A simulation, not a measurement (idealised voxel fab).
Module name: voxel gate over fins (process module)
Each square cell in cross-section cut measures 5 nm, and the section as a whole is 170 nm wide.
How to read a cross-section here: the picture is a grid of square cells, written as bands going from the top down, and any band can span one or more rows of cells.
For a band, the entry starts with two heights in nm, that of the top and then that of the bottom, and carries on with the band's materials in order from left to right, each alongside its width in nm; the word "full width" beside a single material means it fills the band edge to edge, and "air" means empty space.
All heights in this document are referenced to 0, defined as the level beneath which the wafer, as received, consists entirely of one material. The lowest band is not bounded below; it extends indefinitely downward and is written in the form "0 -> down".
Width spec "30->40" -> top row of cells at first value, bottom row at second value, equal per-row change in between.
"no modifications" after a step means that no cell of the cross-section changed.
Look at "Closed void register" for the closed voids: empty spaces with no open path to the top, sized 8 cells or up. Each is width x height at distance, distance from the left edge, all nm.
Read whatever lies past the settings on a step's line as the simulator's own remark about the step.
Each step line may optionally specify "overlay nm", which for a step with a mask gives the rightward distance between the mask's planned place and where it lay, a negative value indicating the leftward direction.
Intended process steps:
1 RECEIVE,material Si
2 CONFORMAL_DEP,material SiN,thk nm 5
3 DIRECTIONAL_DEP,material aC,thk nm 15
4 PATTERN,tone cover,mask id FINS,material resist,width nm 15,pitch nm 45,thk nm 35,overlay nm 0
5 DIRECTIONAL_ETCH,etch materials aC,depth nm 15
6 STRIP,etch materials resist
7 DIRECTIONAL_ETCH,etch materials SiN,depth nm 5
8 DIRECTIONAL_ETCH,etch materials Si,depth nm 40
9 STRIP,etch materials aC
10 OXIDIZE,depth nm 5
11 FILL_DEP,material SiO2,thk nm 5
12 CMP,height nm 5
13 SELECTIVE_ETCH,etch materials SiO2,depth nm 15
14 STRIP,etch materials SiN
15 CONFORMAL_DEP,material HfO2,thk nm 5
16 CONFORMAL_DEP,material TiN,thk nm 5
17 FILL_DEP,material W,thk nm 15
18 CMP,height nm 20
19 CONFORMAL_DEP,material SiCN,thk nm 10
So this is the incoming wafer in cross-section - it's already been through step 1:
	0 -> down  Si full width
	Closed void register: none
End-of-module cross-section of the first of two wafers, processed as planned:
	30 -> 20  SiCN full width
	20 -> 10  W full width
	10 -> 5  W 25 nm, TiN 25 nm, W 20 nm, TiN 25 nm, W 20 nm, TiN 25 nm, W 30 nm
	5 -> 0  W 25 nm, TiN 5 nm, HfO2 15 nm, TiN 5 nm, W 20 nm, TiN 5 nm, HfO2 15 nm, TiN 5 nm, W 20 nm, TiN 5 nm, HfO2 15 nm, TiN 5 nm, W 30 nm
	0 -> -5  TiN 30 nm, HfO2 5 nm, Si 5 nm, HfO2 5 nm, TiN 30 nm, HfO2 5 nm, Si 5 nm, HfO2 5 nm, TiN 30 nm, HfO2 5 nm, Si 5 nm, HfO2 5 nm, TiN 35 nm
	-5 -> -10  HfO2 35 nm, Si 5 nm, HfO2 40 nm, Si 5 nm, HfO2 40 nm, Si 5 nm, HfO2 40 nm
	-10 -> -45  SiO2 35 nm, Si 5 nm, SiO2 40 nm, Si 5 nm, SiO2 40 nm, Si 5 nm, SiO2 40 nm
	-45 -> down  Si full width
	Closed void register: none
Cross-section, second wafer: same start as the first, same plan as the first, one mistake in running it; taken at the end of the module:
	30 -> 20  SiCN full width
	20 -> 10  W full width
	10 -> 5  W 25 nm, TiN 25 nm, W 20 nm, TiN 25 nm, W 20 nm, TiN 25 nm, W 30 nm
	5 -> 0  W 25 nm, TiN 5 nm, HfO2 15 nm, TiN 5 nm, W 20 nm, TiN 5 nm, HfO2 15 nm, TiN 5 nm, W 20 nm, TiN 5 nm, HfO2 15 nm, TiN 5 nm, W 30 nm
	0 -> -15  W 25 nm, TiN 5 nm, HfO2 5 nm, Si 5 nm, HfO2 5 nm, TiN 5 nm, W 20 nm, TiN 5 nm, HfO2 5 nm, Si 5 nm, HfO2 5 nm, TiN 5 nm, W 20 nm, TiN 5 nm, HfO2 5 nm, Si 5 nm, HfO2 5 nm, TiN 5 nm, W 30 nm
	-15 -> -20  TiN 30 nm, HfO2 5 nm, Si 5 nm, HfO2 5 nm, TiN 30 nm, HfO2 5 nm, Si 5 nm, HfO2 5 nm, TiN 30 nm, HfO2 5 nm, Si 5 nm, HfO2 5 nm, TiN 35 nm
	-20 -> -25  HfO2 35 nm, Si 5 nm, HfO2 40 nm, Si 5 nm, HfO2 40 nm, Si 5 nm, HfO2 40 nm
	-25 -> -45  SiO2 35 nm, Si 5 nm, SiO2 40 nm, Si 5 nm, SiO2 40 nm, Si 5 nm, SiO2 40 nm
	-45 -> down  Si full width
	Closed void register: none
Deviation from plan: yeah, plan step 13 got run twice
Upon completion, the second wafer contains, in terms of cells, a greater or smaller amount of certain materials than the first wafer: HfO2: 18 more | SiO2: 93 fewer | TiN: 18 more | W: 57 more
